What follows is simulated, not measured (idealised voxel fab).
Process module, titled voxel air gaps
Shown is cross-section cut, with a width of 280 nm and square cells of size 5 nm.
When this document writes out a cross-section, it uses a grid of square cells and lists it as bands, beginning at the top and moving down, with a band standing for one or more rows of cells. Top height, bottom height, nm. Materials left to right, width each, nm. Single material + "full width" = fills band edge to edge. "empty" = empty. Height is counted from the level 0, under which the received wafer is composed throughout of one material. The lowest of the bands is not closed at the bottom but continues downward, in the notation "0 -> down". It should be noted that a width expressed as "30->40" varies in equal increments from row to row of cells within the band, taking the value of the first number at the top row and that of the second number at the bottom row. The designation "no alterations made", where it is given for a processing step, indicates that no cell of the cross-section was altered in the course of that step. The label "Voids lacking openings" introduces a list of the empty spaces, 8 cells or larger, that have no open way up to the top; each entry in it reads width x height at distance, where the distance is taken from the left edge and all three are stated in nm. The remark found on a step's line after its settings is issued by the simulator itself and pertains to that step. Regarding "overlay nm": on a step with a mask, it is the distance the mask lay to the right of its planned place; a negative value places it to the left.

Plan:
1: RECEIVE with material Si
2: CONFORMAL_DEP with material SiO2, thk nm 10
3: CONFORMAL_DEP with material SiCN, thk nm 5
4: DIRECTIONAL_DEP with material lowk, thk nm 30
5: PATTERN with tone open, mask id LINES, material resist, width nm 20, pitch nm 45, thk nm 15, overlay nm 0
6: DIRECTIONAL_ETCH with etch materials lowk, depth nm 30
7: STRIP with etch materials resist
8: CONFORMAL_DEP with material TiN, thk nm 5
9: FILL_DEP with material Cu, thk nm 5
10: CMP with height nm 45
11: EPI with material Ru, thk nm 10
12: SELECTIVE_ETCH with etch materials lowk, depth nm 40
13: CONFORMAL_DEP with material SiCN, thk nm 5

Cross-section of the incoming wafer, state after step 1:
0 -> down  Si full width
Voids lacking openings: none

First of two wafers at the end of the module, shown in cross-section; run carried out as planned:
60 -> 55  empty: 45 / SiCN: 185 / empty: 50
55 -> 45  empty: 45 / SiCN: 5 / Ru: 40 / SiCN: 5 / Ru: 40 / SiCN: 5 / Ru: 40 / SiCN: 5 / Ru: 40 / SiCN: 5 / empty: 50
45 -> 40  empty: 45 / SiCN: 15 / TiN: 5 / Cu: 10 / TiN: 5 / SiCN: 25 / TiN: 5 / Cu: 10 / TiN: 5 / SiCN: 25 / TiN: 5 / Cu: 10 / TiN: 5 / SiCN: 25 / TiN: 5 / Cu: 10 / TiN: 5 / SiCN: 15 / empty: 50
40 -> 20  empty: 55 / SiCN: 5 / TiN: 5 / Cu: 10 / TiN: 5 / SiCN: 5 / empty: 15 / SiCN: 5 / TiN: 5 / Cu: 10 / TiN: 5 / SiCN: 5 / empty: 15 / SiCN: 5 / TiN: 5 / Cu: 10 / TiN: 5 / SiCN: 5 / empty: 15 / SiCN: 5 / TiN: 5 / Cu: 10 / TiN: 5 / SiCN: 5 / empty: 60
20 -> 15  SiCN: 60 / TiN: 20 / SiCN: 25 / TiN: 20 / SiCN: 25 / TiN: 20 / SiCN: 25 / TiN: 20 / SiCN: 65
15 -> 10  SiCN full width
10 -> 0  SiO2 full width
0 -> down  Si full width
Voids lacking openings: 15 x 20 at 85; 15 x 20 at 130; 15 x 20 at 175

Cross-section, second wafer: same start as the first, same plan as the first, one mistake in running it; taken at the end of the module:
60 -> 55  SiCN full width
55 -> 45  Ru full width
45 -> 40  TiN: 65 / Cu: 10 / TiN: 35 / Cu: 10 / TiN: 35 / Cu: 10 / TiN: 35 / Cu: 10 / TiN: 70
40 -> 15  lowk: 60 / TiN: 5 / Cu: 10 / TiN: 5 / lowk: 25 / TiN: 5 / Cu: 10 / TiN: 5 / lowk: 25 / TiN: 5 / Cu: 10 / TiN: 5 / lowk: 25 / TiN: 5 / Cu: 10 / TiN: 5 / lowk: 65
15 -> 10  lowk: 60 / TiN: 20 / lowk: 25 / TiN: 20 / lowk: 25 / TiN: 20 / lowk: 25 / TiN: 20 / lowk: 65
10 -> 0  SiO2 full width
0 -> down  Si full width
Voids lacking openings: none
Plan not followed: plan step 3: skipped, not run
Final cells, second wafer relative to first, materials higher or lower: Cu: 8 more | Ru: 48 more | SiCN: 140 fewer | TiN: 48 more | lowk: 240 more
Ultimately, the number of closed voids is 3 in the first wafer and 0 in the second wafer.
